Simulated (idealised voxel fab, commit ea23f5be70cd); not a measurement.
You're looking at the process module voxel self aligned vias.
Square cell edge 5 nm, section width 235 nm, ID cut.
A cross-section is a grid of square cells, given in bands from the top down. A band is one or more rows of cells.
The band entry comprises the height of the band's top followed by the height of its bottom, expressed in nm, and subsequently the band's materials from left to right, each stated together with its width in nm. Where a single material is marked with the word "everywhere", that material fills the band from edge to edge. The word "empty" represents empty space.
All heights in this document are referenced to 0, defined as the level beneath which the wafer, as received, consists entirely of one material. The lowest band is not bounded below; it extends indefinitely downward and is written in the form "0 nm and below".
It should be noted that a width expressed as "30 to 40" varies in equal increments from row to row of cells within the band, taking the value of the first number at the top row and that of the second number at the bottom row.
It should be understood that the words "everything unchanged", when stated for a given step, signify that the cross-section underwent no change in any of its cells during that step.
Listed in "Catalogued sealed voids": every empty space of 8 or more cells without an open way to the top. Form: width x height at distance, the distance being from the left edge, all in nm.
Formally, on a step line, whatever follows the settings is a remark that the simulator itself makes on the step.
overlay nm: for a step with a mask, the amount by which the mask lay right of where it was planned; a negative amount means left of it.
HERE'S WHAT THE PLANNED PROCESS STEPS LOOK LIKE
1: RECEIVE with material Si
2: CONFORMAL_DEP with material SiO2, thk nm 15
3: CONFORMAL_DEP with material SiCN, thk nm 5
4: DIRECTIONAL_DEP with material SiO2, thk nm 30
5: MASKED_ETCH with tone open, mask id LINES, width nm 30, pitch nm 70, etch materials SiO2, depth nm 30, overlay nm 0
6: CONFORMAL_DEP with material TiN, thk nm 5
7: FILL_DEP with material W, thk nm 10
8: CMP with height nm 50
9: SELECTIVE_ETCH with etch materials W Ru TiN, depth nm 10
10: FILL_DEP with material SiN, thk nm 5
11: CMP with height nm 50
12: DIRECTIONAL_DEP with material SiO2, thk nm 20
13: PATTERN with tone open, mask id VIAS, material resist, width nm 50, pitch nm 140, thk nm 20, overlay nm 0
14: DIRECTIONAL_ETCH with etch materials SiO2, depth nm 20
15: DIRECTIONAL_ETCH with etch materials SiN, depth nm 10
16: STRIP with etch materials resist
17: CONFORMAL_DEP with material TiN, thk nm 5
18: FILL_DEP with material W, thk nm 10
19: CMP with height nm 70
20: CONFORMAL_DEP with material SiN, thk nm 5
FIRST WAFER, AS PLANNED
RECEIVED-STATE CROSS-SECTION, REFLECTING COMPLETION OF STEP 1
  0 nm and below = Si everywhere
  Catalogued sealed voids: none
SO THIS IS THE WAFER CROSS-SECTION RIGHT AFTER STEP 2
  15 nm to 0 nm = SiO2 everywhere
  Beneath the level 0, the cross-section is identical to its previous state.
SO THIS IS THE WAFER CROSS-SECTION RIGHT AFTER STEP 3
  20 nm to 15 nm = SiCN everywhere
  Beneath the level 15, the cross-section is identical to its previous state.
SO THIS IS THE WAFER CROSS-SECTION RIGHT AFTER STEP 4
  50 nm to 20 nm = SiO2 everywhere
  Beneath the level 20, the cross-section is identical to its previous state.
SO THIS IS THE WAFER CROSS-SECTION RIGHT AFTER STEP 5
  50 nm to 20 nm = SiO2: 30  empty: 30  SiO2: 40  empty: 30  SiO2: 40  empty: 30  SiO2: 35
  Beneath the level 20, the cross-section is identical to its previous state.
SO THIS IS THE WAFER CROSS-SECTION RIGHT AFTER STEP 6
  55 nm to 50 nm = TiN: 35  empty: 20  TiN: 50  empty: 20  TiN: 50  empty: 20  TiN: 40
  50 nm to 25 nm = SiO2: 30  TiN: 5  empty: 20  TiN: 5  SiO2: 40  TiN: 5  empty: 20  TiN: 5  SiO2: 40  TiN: 5  empty: 20  TiN: 5  SiO2: 35
  25 nm to 20 nm = SiO2: 30  TiN: 30  SiO2: 40  TiN: 30  SiO2: 40  TiN: 30  SiO2: 35
  Beneath the level 20, the cross-section is identical to its previous state.
SO THIS IS THE WAFER CROSS-SECTION RIGHT AFTER STEP 7
  65 nm to 55 nm = W everywhere
  55 nm to 50 nm = TiN: 35  W: 20  TiN: 50  W: 20  TiN: 50  W: 20  TiN: 40
  50 nm to 25 nm = SiO2: 30  TiN: 5  W: 20  TiN: 5  SiO2: 40  TiN: 5  W: 20  TiN: 5  SiO2: 40  TiN: 5  W: 20  TiN: 5  SiO2: 35
  Beneath the level 25, the cross-section is identical to its previous state.
SO THIS IS THE WAFER CROSS-SECTION RIGHT AFTER STEP 8
  50 nm to 25 nm = SiO2: 30  TiN: 5  W: 20  TiN: 5  SiO2: 40  TiN: 5  W: 20  TiN: 5  SiO2: 40  TiN: 5  W: 20  TiN: 5  SiO2: 35
  Beneath the level 25, the cross-section is identical to its previous state.
SO THIS IS THE WAFER CROSS-SECTION RIGHT AFTER STEP 9
  50 nm to 40 nm = SiO2: 30  empty: 30  SiO2: 40  empty: 30  SiO2: 40  empty: 30  SiO2: 35
  Beneath the level 40, the cross-section is identical to its previous state.
SO THIS IS THE WAFER CROSS-SECTION RIGHT AFTER STEP 10
  55 nm to 50 nm = SiN everywhere
  50 nm to 40 nm = SiO2: 30  SiN: 30  SiO2: 40  SiN: 30  SiO2: 40  SiN: 30  SiO2: 35
  Beneath the level 40, the cross-section is identical to its previous state.
SO THIS IS THE WAFER CROSS-SECTION RIGHT AFTER STEP 11
  50 nm to 40 nm = SiO2: 30  SiN: 30  SiO2: 40  SiN: 30  SiO2: 40  SiN: 30  SiO2: 35
  Beneath the level 40, the cross-section is identical to its previous state.
SO THIS IS THE WAFER CROSS-SECTION RIGHT AFTER STEP 12
  70 nm to 50 nm = SiO2 everywhere
  Beneath the level 50, the cross-section is identical to its previous state.
SO THIS IS THE WAFER CROSS-SECTION RIGHT AFTER STEP 13
  90 nm to 70 nm = resist: 20  empty: 50  resist: 90  empty: 50  resist: 25
  Beneath the level 70, the cross-section is identical to its previous state.
SO THIS IS THE WAFER CROSS-SECTION RIGHT AFTER STEP 14
  90 nm to 70 nm = resist: 20  empty: 50  resist: 90  empty: 50  resist: 25
  70 nm to 50 nm = SiO2: 20  empty: 50  SiO2: 90  empty: 50  SiO2: 25
  Beneath the level 50, the cross-section is identical to its previous state.
SO THIS IS THE WAFER CROSS-SECTION RIGHT AFTER STEP 15
  90 nm to 70 nm = resist: 20  empty: 50  resist: 90  empty: 50  resist: 25
  70 nm to 50 nm = SiO2: 20  empty: 50  SiO2: 90  empty: 50  SiO2: 25
  50 nm to 40 nm = SiO2: 30  empty: 30  SiO2: 40  SiN: 30  SiO2: 40  empty: 30  SiO2: 35
  Beneath the level 40, the cross-section is identical to its previous state.
SO THIS IS THE WAFER CROSS-SECTION RIGHT AFTER STEP 16
  70 nm to 50 nm = SiO2: 20  empty: 50  SiO2: 90  empty: 50  SiO2: 25
  Beneath the level 50, the cross-section is identical to its previous state.
SO THIS IS THE WAFER CROSS-SECTION RIGHT AFTER STEP 17
  75 nm to 70 nm = TiN: 25  empty: 40  TiN: 100  empty: 40  TiN: 30
  70 nm to 55 nm = SiO2: 20  TiN: 5  empty: 40  TiN: 5  SiO2: 90  TiN: 5  empty: 40  TiN: 5  SiO2: 25
  55 nm to 50 nm = SiO2: 20  TiN: 15  empty: 20  TiN: 15  SiO2: 90  TiN: 15  empty: 20  TiN: 15  SiO2: 25
  50 nm to 45 nm = SiO2: 30  TiN: 5  empty: 20  TiN: 5  SiO2: 40  SiN: 30  SiO2: 40  TiN: 5  empty: 20  TiN: 5  SiO2: 35
  45 nm to 40 nm = SiO2: 30  TiN: 30  SiO2: 40  SiN: 30  SiO2: 40  TiN: 30  SiO2: 35
  Beneath the level 40, the cross-section is identical to its previous state.
SO THIS IS THE WAFER CROSS-SECTION RIGHT AFTER STEP 18
  85 nm to 75 nm = W everywhere
  75 nm to 70 nm = TiN: 25  W: 40  TiN: 100  W: 40  TiN: 30
  70 nm to 55 nm = SiO2: 20  TiN: 5  W: 40  TiN: 5  SiO2: 90  TiN: 5  W: 40  TiN: 5  SiO2: 25
  55 nm to 50 nm = SiO2: 20  TiN: 15  W: 20  TiN: 15  SiO2: 90  TiN: 15  W: 20  TiN: 15  SiO2: 25
  50 nm to 45 nm = SiO2: 30  TiN: 5  W: 20  TiN: 5  SiO2: 40  SiN: 30  SiO2: 40  TiN: 5  W: 20  TiN: 5  SiO2: 35
  Beneath the level 45, the cross-section is identical to its previous state.
SO THIS IS THE WAFER CROSS-SECTION RIGHT AFTER STEP 19
  70 nm to 55 nm = SiO2: 20  TiN: 5  W: 40  TiN: 5  SiO2: 90  TiN: 5  W: 40  TiN: 5  SiO2: 25
  Beneath the level 55, the cross-section is identical to its previous state.
SO THIS IS THE WAFER CROSS-SECTION RIGHT AFTER STEP 20
  75 nm to 70 nm = SiN everywhere
  Beneath the level 70, the cross-section is identical to its previous state.
SECOND WAFER. START AND PLAN AS FOR THE FIRST. ONE MISTAKE MADE IN RUNNING. AGREES WITH THE FIRST UP TO AND INCLUDING STEP 1
HERE IS THE SECOND WAFER IN CROSS-SECTION AT THE POINT WHERE STEP 2 OF THE PLAN SHOULD HAVE BEEN DONE
  5 nm to 0 nm = SiCN everywhere
  Beneath the level 0, the cross-section is identical to its previous state.
HERE IS THE SECOND WAFER IN CROSS-SECTION AT THE POINT WHERE STEP 3 OF THE PLAN SHOULD HAVE BEEN DONE
  20 nm to 5 nm = SiO2 everywhere
  Beneath the level 5, the cross-section is identical to its previous state.
HERE IS THE SECOND WAFER IN CROSS-SECTION AT THE POINT WHERE STEP 4 OF THE PLAN SHOULD HAVE BEEN DONE
  50 nm to 5 nm = SiO2 everywhere
  Beneath the level 5, the cross-section is identical to its previous state.
HERE IS THE SECOND WAFER IN CROSS-SECTION AT THE POINT WHERE STEP 5 OF THE PLAN SHOULD HAVE BEEN DONE
  50 nm to 20 nm = SiO2: 30  empty: 30  SiO2: 40  empty: 30  SiO2: 40  empty: 30  SiO2: 35
  Beneath the level 20, the cross-section is identical to its previous state.
HERE IS THE SECOND WAFER IN CROSS-SECTION AT THE POINT WHERE STEP 6 OF THE PLAN SHOULD HAVE BEEN DONE
  55 nm to 50 nm = TiN: 35  empty: 20  TiN: 50  empty: 20  TiN: 50  empty: 20  TiN: 40
  50 nm to 25 nm = SiO2: 30  TiN: 5  empty: 20  TiN: 5  SiO2: 40  TiN: 5  empty: 20  TiN: 5  SiO2: 40  TiN: 5  empty: 20  TiN: 5  SiO2: 35
  25 nm to 20 nm = SiO2: 30  TiN: 30  SiO2: 40  TiN: 30  SiO2: 40  TiN: 30  SiO2: 35
  Beneath the level 20, the cross-section is identical to its previous state.
HERE IS THE SECOND WAFER IN CROSS-SECTION AT THE POINT WHERE STEP 7 OF THE PLAN SHOULD HAVE BEEN DONE
  65 nm to 55 nm = W everywhere
  55 nm to 50 nm = TiN: 35  W: 20  TiN: 50  W: 20  TiN: 50  W: 20  TiN: 40
  50 nm to 25 nm = SiO2: 30  TiN: 5  W: 20  TiN: 5  SiO2: 40  TiN: 5  W: 20  TiN: 5  SiO2: 40  TiN: 5  W: 20  TiN: 5  SiO2: 35
  Beneath the level 25, the cross-section is identical to its previous state.
HERE IS THE SECOND WAFER IN CROSS-SECTION AT THE POINT WHERE STEP 8 OF THE PLAN SHOULD HAVE BEEN DONE
  50 nm to 25 nm = SiO2: 30  TiN: 5  W: 20  TiN: 5  SiO2: 40  TiN: 5  W: 20  TiN: 5  SiO2: 40  TiN: 5  W: 20  TiN: 5  SiO2: 35
  Beneath the level 25, the cross-section is identical to its previous state.
HERE IS THE SECOND WAFER IN CROSS-SECTION AT THE POINT WHERE STEP 9 OF THE PLAN SHOULD HAVE BEEN DONE
  50 nm to 40 nm = SiO2: 30  empty: 30  SiO2: 40  empty: 30  SiO2: 40  empty: 30  SiO2: 35
  Beneath the level 40, the cross-section is identical to its previous state.
HERE IS THE SECOND WAFER IN CROSS-SECTION AT THE POINT WHERE STEP 10 OF THE PLAN SHOULD HAVE BEEN DONE
  55 nm to 50 nm = SiN everywhere
  50 nm to 40 nm = SiO2: 30  SiN: 30  SiO2: 40  SiN: 30  SiO2: 40  SiN: 30  SiO2: 35
  Beneath the level 40, the cross-section is identical to its previous state.
HERE IS THE SECOND WAFER IN CROSS-SECTION AT THE POINT WHERE STEP 11 OF THE PLAN SHOULD HAVE BEEN DONE
  50 nm to 40 nm = SiO2: 30  SiN: 30  SiO2: 40  SiN: 30  SiO2: 40  SiN: 30  SiO2: 35
  Beneath the level 40, the cross-section is identical to its previous state.
HERE IS THE SECOND WAFER IN CROSS-SECTION AT THE POINT WHERE STEP 12 OF THE PLAN SHOULD HAVE BEEN DONE
  70 nm to 50 nm = SiO2 everywhere
  Beneath the level 50, the cross-section is identical to its previous state.
HERE IS THE SECOND WAFER IN CROSS-SECTION AT THE POINT WHERE STEP 13 OF THE PLAN SHOULD HAVE BEEN DONE
  90 nm to 70 nm = resist: 20  empty: 50  resist: 90  empty: 50  resist: 25
  Beneath the level 70, the cross-section is identical to its previous state.
HERE IS THE SECOND WAFER IN CROSS-SECTION AT THE POINT WHERE STEP 14 OF THE PLAN SHOULD HAVE BEEN DONE
  90 nm to 70 nm = resist: 20  empty: 50  resist: 90  empty: 50  resist: 25
  70 nm to 50 nm = SiO2: 20  empty: 50  SiO2: 90  empty: 50  SiO2: 25
  Beneath the level 50, the cross-section is identical to its previous state.
HERE IS THE SECOND WAFER IN CROSS-SECTION AT THE POINT WHERE STEP 15 OF THE PLAN SHOULD HAVE BEEN DONE
  90 nm to 70 nm = resist: 20  empty: 50  resist: 90  empty: 50  resist: 25
  70 nm to 50 nm = SiO2: 20  empty: 50  SiO2: 90  empty: 50  SiO2: 25
  50 nm to 40 nm = SiO2: 30  empty: 30  SiO2: 40  SiN: 30  SiO2: 40  empty: 30  SiO2: 35
  Beneath the level 40, the cross-section is identical to its previous state.
HERE IS THE SECOND WAFER IN CROSS-SECTION AT THE POINT WHERE STEP 16 OF THE PLAN SHOULD HAVE BEEN DONE
  70 nm to 50 nm = SiO2: 20  empty: 50  SiO2: 90  empty: 50  SiO2: 25
  Beneath the level 50, the cross-section is identical to its previous state.
HERE IS THE SECOND WAFER IN CROSS-SECTION AT THE POINT WHERE STEP 17 OF THE PLAN SHOULD HAVE BEEN DONE
  75 nm to 70 nm = TiN: 25  empty: 40  TiN: 100  empty: 40  TiN: 30
  70 nm to 55 nm = SiO2: 20  TiN: 5  empty: 40  TiN: 5  SiO2: 90  TiN: 5  empty: 40  TiN: 5  SiO2: 25
  55 nm to 50 nm = SiO2: 20  TiN: 15  empty: 20  TiN: 15  SiO2: 90  TiN: 15  empty: 20  TiN: 15  SiO2: 25
  50 nm to 45 nm = SiO2: 30  TiN: 5  empty: 20  TiN: 5  SiO2: 40  SiN: 30  SiO2: 40  TiN: 5  empty: 20  TiN: 5  SiO2: 35
  45 nm to 40 nm = SiO2: 30  TiN: 30  SiO2: 40  SiN: 30  SiO2: 40  TiN: 30  SiO2: 35
  Beneath the level 40, the cross-section is identical to its previous state.
HERE IS THE SECOND WAFER IN CROSS-SECTION AT THE POINT WHERE STEP 18 OF THE PLAN SHOULD HAVE BEEN DONE
  85 nm to 75 nm = W everywhere
  75 nm to 70 nm = TiN: 25  W: 40  TiN: 100  W: 40  TiN: 30
  70 nm to 55 nm = SiO2: 20  TiN: 5  W: 40  TiN: 5  SiO2: 90  TiN: 5  W: 40  TiN: 5  SiO2: 25
  55 nm to 50 nm = SiO2: 20  TiN: 15  W: 20  TiN: 15  SiO2: 90  TiN: 15  W: 20  TiN: 15  SiO2: 25
  50 nm to 45 nm = SiO2: 30  TiN: 5  W: 20  TiN: 5  SiO2: 40  SiN: 30  SiO2: 40  TiN: 5  W: 20  TiN: 5  SiO2: 35
  Beneath the level 45, the cross-section is identical to its previous state.
HERE IS THE SECOND WAFER IN CROSS-SECTION AT THE POINT WHERE STEP 19 OF THE PLAN SHOULD HAVE BEEN DONE
  70 nm to 55 nm = SiO2: 20  TiN: 5  W: 40  TiN: 5  SiO2: 90  TiN: 5  W: 40  TiN: 5  SiO2: 25
  Beneath the level 55, the cross-section is identical to its previous state.
HERE IS THE SECOND WAFER IN CROSS-SECTION AT THE POINT WHERE STEP 20 OF THE PLAN SHOULD HAVE BEEN DONE
  75 nm to 70 nm = SiN everywhere
  Beneath the level 70, the cross-section is identical to its previous state.
In executing the process, a mistake was made relative to the plan: steps 2 and 3 traded places in the executed sequence
Same inventory, different map: at the end, the second wafer holds as many cells of each material as the first, placed elsewhere.
